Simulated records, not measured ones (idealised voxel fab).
The process module presented herein is designated voxel trench capacitor.
The cross-section on display is named cut; it measures 265 nm wide, and its cells are 5 nm squares.
In this document a cross-section is written as a grid of square cells. It is given as a series of bands, listed from the top down, and a band is one or more rows of cells. Read a band's entry like this: the first values are the height of its top and the height of its bottom in nm, and what follows is the sequence of materials from left to right, each with its width in nm. Note that "blank" is empty space, and that a single material marked "throughout" reaches across the band from edge to edge. Heights are measured from 0, the level below which the as-received wafer is all one material; the lowest band has no bottom and continues downward, written as in "0 and below". The width entry "30 to 40" should be interpreted row by row: the top row of cells in the band takes the first number, the bottom row takes the second number, and the change between adjacent rows is uniform throughout. What does "same as before" mean for a step? It means no cell of the cross-section changed in that step. "Voids, enclosed" means: voids of 8 cells or more that are shut off from the top with no open way through. Written width x height at distance, distance from the left edge, in nm. Whatever follows a step's settings on its line is a remark the simulator itself makes about that step. A step line may carry the setting "overlay nm", which, for steps involving a mask, states the distance by which the mask lay to the right of its intended position; negative values denote displacement to the left.
### The process steps that were planned are listed below
- 1: RECEIVE: material Si
- 2: CONFORMAL_DEP: material SiN, thk nm 5
- 3: DIRECTIONAL_DEP: material aC, thk nm 10
- 4: PATTERN: tone open, mask id TRENCH, material resist, width nm 30, pitch nm 60, thk nm 30, overlay nm 0
- 5: DIRECTIONAL_ETCH: etch materials aC, depth nm 10
- 6: STRIP: etch materials resist
- 7: DIRECTIONAL_ETCH: etch materials SiN, depth nm 5
- 8: DIRECTIONAL_ETCH: etch materials Si, depth nm 30
- 9: STRIP: etch materials aC
- 10: CONFORMAL_DEP: material HfO2, thk nm 5
- 11: CONFORMAL_DEP: material TiN, thk nm 5
- 12: FILL_DEP: material W, thk nm 5
- 13: CMP: height nm 5
Wafer-to-wafer difference: depth nm, step 8. Common start. Plan = first wafer's value.
### Cross-section of the first of several wafers on receipt, reflecting completion of step 1
0 and below = Si throughout
Voids, enclosed: none
### The table below has one row for each wafer; a row shows, as of the end of the module, how many cells of each material the wafer has gained, marked (+), or lost, marked (-), since it was received, and then the wafer's closed voids
depth nm 30; +36 HfO2; -72 Si; +41 SiN; +28 TiN; +20 W; Voids, enclosed: none
depth nm 35; +40 HfO2; -84 Si; +41 SiN; +32 TiN; +24 W; Voids, enclosed: none
depth nm 40; +44 HfO2; -96 Si; +41 SiN; +36 TiN; +28 W; Voids, enclosed: none
depth nm 45; +48 HfO2; -108 Si; +41 SiN; +40 TiN; +32 W; Voids, enclosed: none
depth nm 50; +52 HfO2; -120 Si; +41 SiN; +44 TiN; +36 W; Voids, enclosed: none
depth nm 55; +56 HfO2; -132 Si; +41 SiN; +48 TiN; +40 W; Voids, enclosed: none
